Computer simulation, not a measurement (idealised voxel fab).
process module | voxel gate over fins
cross-section cut | 200 nm wide | cells 5 nm
A cross-section is a grid of square cells, given in bands from the top down. A band is one or more rows of cells.
Each band's line starts with the height of the band's top and of its bottom, in nm. Then come its materials from left to right, each with its width in nm. One material with "throughout" fills the band from edge to edge. "air" is empty space.
Height 0 is the level under which the wafer as received is all one material. The lowest band goes on downwards, as in "0 down".
A width such as "30 to 40" changes by the same amount from each row of cells to the next, from the band's top row to its bottom row.
"no change" after a step means that no cell of the cross-section changed.
closed voids: empty space of 8 cells or more with no open way to the top, each as width x height at its distance from the left edge, in nm
after a step's settings: what the simulator itself notes on the step
overlay nm, on a step with a mask: how far to the right of its planned place the mask lay; to the left if negative
plan
1 op RECEIVE | material Si
2 op CONFORMAL_DEP | material SiN | thk nm 10
3 op DIRECTIONAL_DEP | material aC | thk nm 15
4 op PATTERN | tone cover | mask id FINS | material resist | width nm 15 | pitch nm 40 | thk nm 35 | overlay nm 0
5 op DIRECTIONAL_ETCH | etch materials aC | depth nm 15
6 op STRIP | etch materials resist
7 op DIRECTIONAL_ETCH | etch materials SiN | depth nm 10
8 op DIRECTIONAL_ETCH | etch materials Si | depth nm 35
9 op STRIP | etch materials aC
10 op OXIDIZE | depth nm 5
11 op FILL_DEP | material SiO2 | thk nm 15
12 op CMP | height nm 10
13 op SELECTIVE_ETCH | etch materials SiO2 | depth nm 25
14 op STRIP | etch materials SiN
15 op CONFORMAL_DEP | material HfO2 | thk nm 5
16 op CONFORMAL_DEP | material TiN | thk nm 5
17 op CONFORMAL_DEP | material TiAl | thk nm 5
18 op CONFORMAL_DEP | material TiN | thk nm 5
19 op FILL_DEP | material W | thk nm 10
20 op CMP | height nm 25
21 op CONFORMAL_DEP | material SiCN | thk nm 5
as received, after step 1
  0 down: Si throughout
  closed voids: none
a wafer at the end: this start, this plan, one mistake
  30 to 25: SiCN throughout
  25 to 20: W throughout
  20 to 10: W 35 | TiN 125 | W 40
  10 to 5: W 35 | TiN 10 | TiAl 25 | TiN 15 | TiAl 25 | TiN 15 | TiAl 25 | TiN 10 | W 40
  5 to 0: TiN 45 | TiAl 5 | HfO2 15 | TiAl 5 | TiN 15 | TiAl 5 | HfO2 15 | TiAl 5 | TiN 15 | TiAl 5 | HfO2 15 | TiAl 5 | TiN 50
  0 to -5: TiN 45 | TiAl 5 | HfO2 5 | Si 5 | HfO2 5 | TiAl 5 | TiN 15 | TiAl 5 | HfO2 5 | Si 5 | HfO2 5 | TiAl 5 | TiN 15 | TiAl 5 | HfO2 5 | Si 5 | HfO2 5 | TiAl 5 | TiN 50
  -5 to -10: TiAl 50 | HfO2 5 | Si 5 | HfO2 5 | TiAl 25 | HfO2 5 | Si 5 | HfO2 5 | TiAl 25 | HfO2 5 | Si 5 | HfO2 5 | TiAl 55
  -10 to -15: HfO2 55 | Si 5 | HfO2 35 | Si 5 | HfO2 35 | Si 5 | HfO2 60
  -15 to -40: SiO2 55 | Si 5 | SiO2 35 | Si 5 | SiO2 35 | Si 5 | SiO2 60
  -40 down: Si throughout
  closed voids: none
what went wrong: steps 16 and 17 were swapped
